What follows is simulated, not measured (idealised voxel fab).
process module | voxel ribs on slabs
cross-section cut | 190 nm wide | cells 5 nm
A cross-section is a grid of square cells, given in bands from the top down. A band is one or more rows of cells.
Each band's line starts with the height of the band's top and of its bottom, in nm. Then come its materials from left to right, each with its width in nm. One material with "throughout" fills the band from edge to edge. "air" is empty space.
Height 0 is the level under which the wafer as received is all one material. The lowest band goes on downwards, as in "0 down".
A width such as "30 to 40" changes by the same amount from each row of cells to the next, from the band's top row to its bottom row.
"no change" after a step means that no cell of the cross-section changed.
closed voids: empty space of 8 cells or more with no open way to the top, each as width x height at its distance from the left edge, in nm
after a step's settings: what the simulator itself notes on the step
overlay nm, on a step with a mask: how far to the right of its planned place the mask lay; to the left if negative
plan
1 op RECEIVE | material Si
2 op DIRECTIONAL_DEP | material SiO2 | thk nm 20
3 op DIRECTIONAL_DEP | material polySi | thk nm 25
4 op DIRECTIONAL_DEP | material aC | thk nm 10
5 op PATTERN | tone cover | mask id RIB | material resist | width nm 25 | thk nm 25 | overlay nm 0
6 op DIRECTIONAL_ETCH | etch materials aC | depth nm 10
7 op STRIP | etch materials resist
8 op DIRECTIONAL_ETCH | etch materials polySi | depth nm 10
9 op STRIP | etch materials aC
10 op PATTERN | tone cover | mask id SLAB | material resist | width nm 75 | thk nm 20 | overlay nm 0
11 op DIRECTIONAL_ETCH | etch materials polySi | depth nm 15
12 op STRIP | etch materials resist
13 op FILL_DEP | material SiO2 | thk nm 25
14 op CMP | height nm 65
15 op DIRECTIONAL_DEP | material W | thk nm 5
16 op MASKED_ETCH | tone cover | mask id HEATER | width nm 35 | etch materials W | depth nm 5 | overlay nm 0
17 op CONFORMAL_DEP | material SiN | thk nm 5
as received, after step 1
  0 down: Si throughout
  closed voids: none
first wafer at the end, as planned
  75 to 70: air 70 | SiN 45 | air 75
  70 to 65: SiN 75 | W 35 | SiN 80
  65 to 45: SiO2 throughout
  45 to 35: SiO2 80 | polySi 25 | SiO2 85
  35 to 20: SiO2 55 | polySi 75 | SiO2 60
  20 to 0: SiO2 throughout
  0 down: Si throughout
  closed voids: none
second wafer at the end: like start, like plan, one mistake
  75 to 70: air 70 | SiN 45 | air 75
  70 to 65: SiN 75 | W 35 | SiN 80
  65 to 60: SiO2 80 | polySi 25 | SiO2 85
  60 to 45: SiO2 55 | polySi 75 | SiO2 60
  45 to 20: polySi throughout
  20 to 0: SiO2 throughout
  0 down: Si throughout
  closed voids: none
what went wrong: step 3 was run twice
at the end the second wafer has, in cells: 185 fewer of SiO2 | 185 more of polySi
